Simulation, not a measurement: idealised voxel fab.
The following is a process module called voxel air gaps.
210 nm wide, 5 nm square cells: that's cross-section cut.
Cross-section, as written here: a square-cell grid given band by band from the top down, where a band holds one or more rows of cells. Band entry format. Leading values: height of top, height of bottom, nm. Remainder: materials in left-to-right order, each with its width in nm. Special words: "all across" on a single material, which then fills the band edge to edge; "empty", empty space. Measure heights from 0. That's the level where, below it, the as-received wafer is all one material. The lowest band is bottomless and extends downward; write it as in "0..down". The expression "30 to 40" gives the width at the extremes of the band, the first number at its top row of cells and the second at its bottom row, with the width changing by equal amounts from each row to the next in between. "nothing was modified" (step): cross-section cells unchanged, all of them. Any empty space of 8 cells or more lacking an open way to the top shows up in "Entrapped voids" as width x height at distance, distance from the left edge, in nm. Anything after a step's settings on that line? It's the simulator's own note about the step. "overlay nm" on a masked step: distance the mask lay right of its planned place, negative for left.

-- Planned step list for the process
| 1 | RECEIVE | material Si |
| 2 | CONFORMAL_DEP | material SiO2 | thk nm 15 |
| 3 | CONFORMAL_DEP | material SiCN | thk nm 5 |
| 4 | DIRECTIONAL_DEP | material SiO2 | thk nm 30 |
| 5 | DIRECTIONAL_DEP | material aC | thk nm 10 |
| 6 | PATTERN | tone open | mask id LINES | material resist | width nm 20 | pitch nm 50 | thk nm 30 | overlay nm 0 |
| 7 | DIRECTIONAL_ETCH | etch materials aC | depth nm 10 |
| 8 | STRIP | etch materials resist |
| 9 | DIRECTIONAL_ETCH | etch materials SiO2 | depth nm 30 |
| 10 | STRIP | etch materials aC |
| 11 | CONFORMAL_DEP | material TiN | thk nm 5 |
| 12 | FILL_DEP | material W | thk nm 5 |
| 13 | CMP | height nm 50 |
| 14 | EPI | material Ru | thk nm 10 |
| 15 | SELECTIVE_ETCH | etch materials SiO2 | depth nm 40 |
| 16 | CONFORMAL_DEP | material SiCN | thk nm 5 |

-- First wafer, two in total, run as planned

-- Incoming wafer, cross-sectional view, post step 1
0..down = Si all across
Entrapped voids: none

-- Wafer after step 2 (cross-section)
15..0 = SiO2 all across
Rest of section, below 0: as before.

-- Wafer after step 3 (cross-section)
20..15 = SiCN all across
Rest of section, below 15: as before.

-- Wafer after step 4 (cross-section)
50..20 = SiO2 all across
Rest of section, below 20: as before.

-- Wafer after step 5 (cross-section)
60..50 = aC all across
Rest of section, below 50: as before.

-- Wafer after step 6 (cross-section)
90..60 = resist 20  empty 20  resist 30  empty 20  resist 30  empty 20  resist 30  empty 20  resist 20
Rest of section, below 60: as before.

-- Wafer after step 7 (cross-section)
80..60 = resist 20  empty 20  resist 30  empty 20  resist 30  empty 20  resist 30  empty 20  resist 20
60..50 = aC 20  empty 20  aC 30  empty 20  aC 30  empty 20  aC 30  empty 20  aC 20
Rest of section, below 50: as before.

-- Wafer after step 8 (cross-section)
60..50 = aC 20  empty 20  aC 30  empty 20  aC 30  empty 20  aC 30  empty 20  aC 20
Rest of section, below 50: as before.

-- Wafer after step 9 (cross-section)
60..50 = aC 20  empty 20  aC 30  empty 20  aC 30  empty 20  aC 30  empty 20  aC 20
50..20 = SiO2 20  empty 20  SiO2 30  empty 20  SiO2 30  empty 20  SiO2 30  empty 20  SiO2 20
Rest of section, below 20: as before.

-- Wafer after step 10 (cross-section)
50..20 = SiO2 20  empty 20  SiO2 30  empty 20  SiO2 30  empty 20  SiO2 30  empty 20  SiO2 20
Rest of section, below 20: as before.

-- Wafer after step 11 (cross-section)
55..50 = TiN 25  empty 10  TiN 40  empty 10  TiN 40  empty 10  TiN 40  empty 10  TiN 25
50..25 = SiO2 20  TiN 5  empty 10  TiN 5  SiO2 30  TiN 5  empty 10  TiN 5  SiO2 30  TiN 5  empty 10  TiN 5  SiO2 30  TiN 5  empty 10  TiN 5  SiO2 20
25..20 = SiO2 20  TiN 20  SiO2 30  TiN 20  SiO2 30  TiN 20  SiO2 30  TiN 20  SiO2 20
Rest of section, below 20: as before.

-- Wafer after step 12 (cross-section)
60..55 = W all across
55..50 = TiN 25  W 10  TiN 40  W 10  TiN 40  W 10  TiN 40  W 10  TiN 25
50..25 = SiO2 20  TiN 5  W 10  TiN 5  SiO2 30  TiN 5  W 10  TiN 5  SiO2 30  TiN 5  W 10  TiN 5  SiO2 30  TiN 5  W 10  TiN 5  SiO2 20
Rest of section, below 25: as before.

-- Wafer after step 13 (cross-section)
50..25 = SiO2 20  TiN 5  W 10  TiN 5  SiO2 30  TiN 5  W 10  TiN 5  SiO2 30  TiN 5  W 10  TiN 5  SiO2 30  TiN 5  W 10  TiN 5  SiO2 20
Rest of section, below 25: as before.

-- Wafer after step 14 (cross-section)
60..50 = empty 10  Ru 40  empty 10  Ru 40  empty 10  Ru 40  empty 10  Ru 40  empty 10
Rest of section, below 50: as before.

-- Wafer after step 15 (cross-section)
60..50 = empty 10  Ru 40  empty 10  Ru 40  empty 10  Ru 40  empty 10  Ru 40  empty 10
50..25 = empty 20  TiN 5  W 10  TiN 5  empty 30  TiN 5  W 10  TiN 5  empty 30  TiN 5  W 10  TiN 5  empty 30  TiN 5  W 10  TiN 5  empty 20
25..20 = empty 20  TiN 20  empty 30  TiN 20  empty 30  TiN 20  empty 30  TiN 20  empty 20
Rest of section, below 20: as before.

-- Wafer after step 16 (cross-section)
65..60 = empty 5  SiCN 200  empty 5
60..50 = empty 5  SiCN 5  Ru 40  SiCN 10  Ru 40  SiCN 10  Ru 40  SiCN 10  Ru 40  SiCN 5  empty 5
50..45 = empty 5  SiCN 15  TiN 5  W 10  TiN 5  SiCN 30  TiN 5  W 10  TiN 5  SiCN 30  TiN 5  W 10  TiN 5  SiCN 30  TiN 5  W 10  TiN 5  SiCN 15  empty 5
45..25 = empty 15  SiCN 5  TiN 5  W 10  TiN 5  SiCN 5  empty 20  SiCN 5  TiN 5  W 10  TiN 5  SiCN 5  empty 20  SiCN 5  TiN 5  W 10  TiN 5  SiCN 5  empty 20  SiCN 5  TiN 5  W 10  TiN 5  SiCN 5  empty 15
25..20 = SiCN 20  TiN 20  SiCN 30  TiN 20  SiCN 30  TiN 20  SiCN 30  TiN 20  SiCN 20
Rest of section, below 20: as before.
Entrapped voids: 20 x 20 at 45; 20 x 20 at 95; 20 x 20 at 145

-- The remaining wafer, second of the two, started like the first and was run to the same plan, except that one mistake was made along the way; the two coincide through step 13, inclusive

-- Cross-section: second wafer, time at which step 14 was scheduled to end
50..25 = empty 20  TiN 5  W 10  TiN 5  empty 30  TiN 5  W 10  TiN 5  empty 30  TiN 5  W 10  TiN 5  empty 30  TiN 5  W 10  TiN 5  empty 20
25..20 = empty 20  TiN 20  empty 30  TiN 20  empty 30  TiN 20  empty 30  TiN 20  empty 20
Rest of section, below 20: as before.

-- Cross-section: second wafer, time at which step 15 was scheduled to end
60..50 = empty 10  Ru 40  empty 10  Ru 40  empty 10  Ru 40  empty 10  Ru 40  empty 10
50..25 = empty 10  Ru 10  TiN 5  W 10  TiN 5  Ru 10  empty 10  Ru 10  TiN 5  W 10  TiN 5  Ru 10  empty 10  Ru 10  TiN 5  W 10  TiN 5  Ru 10  empty 10  Ru 10  TiN 5  W 10  TiN 5  Ru 10  empty 10
25..20 = empty 10  Ru 10  TiN 20  Ru 10  empty 10  Ru 10  TiN 20  Ru 10  empty 10  Ru 10  TiN 20  Ru 10  empty 10  Ru 10  TiN 20  Ru 10  empty 10
Rest of section, below 20: as before.

-- Cross-section: second wafer, time at which step 16 was scheduled to end
65..60 = empty 5  SiCN 200  empty 5
60..50 = empty 5  SiCN 5  Ru 40  SiCN 10  Ru 40  SiCN 10  Ru 40  SiCN 10  Ru 40  SiCN 5  empty 5
50..25 = empty 5  SiCN 5  Ru 10  TiN 5  W 10  TiN 5  Ru 10  SiCN 10  Ru 10  TiN 5  W 10  TiN 5  Ru 10  SiCN 10  Ru 10  TiN 5  W 10  TiN 5  Ru 10  SiCN 10  Ru 10  TiN 5  W 10  TiN 5  Ru 10  SiCN 5  empty 5
25..20 = SiCN 10  Ru 10  TiN 20  Ru 10  SiCN 10  Ru 10  TiN 20  Ru 10  SiCN 10  Ru 10  TiN 20  Ru 10  SiCN 10  Ru 10  TiN 20  Ru 10  SiCN 10
Rest of section, below 20: as before.
Diagnosis: steps 14 and 15 of the plan were run in the wrong order, each in the other's place
At the finish, the second wafer shows more or fewer cells for some materials than the first does: Ru: 96 more; SiCN: 32 fewer
At process end, closed voids number 3 in the first wafer and 0 in the second wafer.
